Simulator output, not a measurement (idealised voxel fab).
Documented hereafter: the process module known as voxel ribs on slabs.
Each square cell in cross-section cut measures 5 nm, and the section as a whole is 165 nm wide.
Cross-section spec: square-cell grid; bands listed top down; each band is one or more rows. Heads up on the band format: heights come first, top then bottom, in nm. After that it's the materials left to right, each with its width in nm. A single material flagged "everywhere" fills the whole band edge to edge, and "empty" means there's empty space there. Counting heights begins at 0, where everything beneath is, in the wafer as received, one material. The lowest band has no bottom; it goes on downwards, as "0 nm and below" shows. It should be noted that a width expressed as "30->40" varies in equal increments from row to row of cells within the band, taking the value of the first number at the top row and that of the second number at the bottom row. When a step is marked "remained unchanged", none of the cells in the cross-section changed during that step. Each empty space that has no open way to the top and spans at least 8 cells appears under "Closed internal cavities" as width x height at distance, the distance counted from the left edge, all in nm. after a step's settings: what the simulator itself notes on the step. overlay nm: step with mask; distance mask lay right of planned place; negative value = left of planned place.

# Steps in the process plan
1) RECEIVE (material Si)
2) DIRECTIONAL_DEP (material SiO2; thk nm 25)
3) DIRECTIONAL_DEP (material SiN; thk nm 15)
4) DIRECTIONAL_DEP (material aC; thk nm 10)
5) PATTERN (tone cover; mask id RIB; material resist; width nm 15; thk nm 25; overlay nm 0)
6) DIRECTIONAL_ETCH (etch materials aC; depth nm 10)
7) STRIP (etch materials resist)
8) DIRECTIONAL_ETCH (etch materials SiN; depth nm 10)
9) STRIP (etch materials aC)
10) PATTERN (tone cover; mask id SLAB; material resist; width nm 55; thk nm 15; overlay nm 0)
11) DIRECTIONAL_ETCH (etch materials SiN; depth nm 5)
12) STRIP (etch materials resist)
13) FILL_DEP (material SiO2; thk nm 25)
14) CMP (height nm 55)
15) DIRECTIONAL_DEP (material W; thk nm 10)
16) DIRECTIONAL_DEP (material aC; thk nm 10)
17) PATTERN (tone cover; mask id HEATER; material resist; width nm 35; thk nm 25; overlay nm 0)
18) DIRECTIONAL_ETCH (etch materials aC; depth nm 10)
19) STRIP (etch materials resist)
20) DIRECTIONAL_ETCH (etch materials W; depth nm 10)
21) STRIP (etch materials aC)
22) CONFORMAL_DEP (material SiO2; thk nm 5)
Among the wafers covered here, the point of difference is the width nm at step 5; their starting state is shared, and the plan presents the value of the first wafer.

# After step 1, as received: first of several wafers, cross-section
> 0 nm and below = Si everywhere
> Closed internal cavities: none

# Cross-section after step 22, the final step of the module, for the first of several wafers
> 70 nm to 65 nm = 60 empty, 45 SiO2, 60 empty
> 65 nm to 60 nm = 60 empty, 5 SiO2, 35 W, 5 SiO2, 60 empty
> 60 nm to 55 nm = 65 SiO2, 35 W, 65 SiO2
> 55 nm to 40 nm = SiO2 everywhere
> 40 nm to 30 nm = 75 SiO2, 15 SiN, 75 SiO2
> 30 nm to 25 nm = 55 SiO2, 55 SiN, 55 SiO2
> 25 nm to 0 nm = SiO2 everywhere
> 0 nm and below = Si everywhere
> Closed internal cavities: none

# Last wafer of the set, cross-sectioned at end of module
> 70 nm to 65 nm = 60 empty, 45 SiO2, 60 empty
> 65 nm to 60 nm = 60 empty, 5 SiO2, 35 W, 5 SiO2, 60 empty
> 60 nm to 55 nm = 65 SiO2, 35 W, 65 SiO2
> 55 nm to 40 nm = SiO2 everywhere
> 40 nm to 30 nm = 65 SiO2, 40 SiN, 60 SiO2
> 30 nm to 25 nm = 55 SiO2, 55 SiN, 55 SiO2
> 25 nm to 0 nm = SiO2 everywhere
> 0 nm and below = Si everywhere
> Closed internal cavities: none

# Per wafer, end of module: cells gained (+) or lost (-) per material since receipt, then closed voids
width nm 15 | +17 SiN | +383 SiO2 | +14 W | Closed internal cavities: none
width nm 20 | +19 SiN | +381 SiO2 | +14 W | Closed internal cavities: none
width nm 25 | +21 SiN | +379 SiO2 | +14 W | Closed internal cavities: none
width nm 30 | +23 SiN | +377 SiO2 | +14 W | Closed internal cavities: none
width nm 35 | +25 SiN | +375 SiO2 | +14 W | Closed internal cavities: none
width nm 40 | +27 SiN | +373 SiO2 | +14 W | Closed internal cavities: none
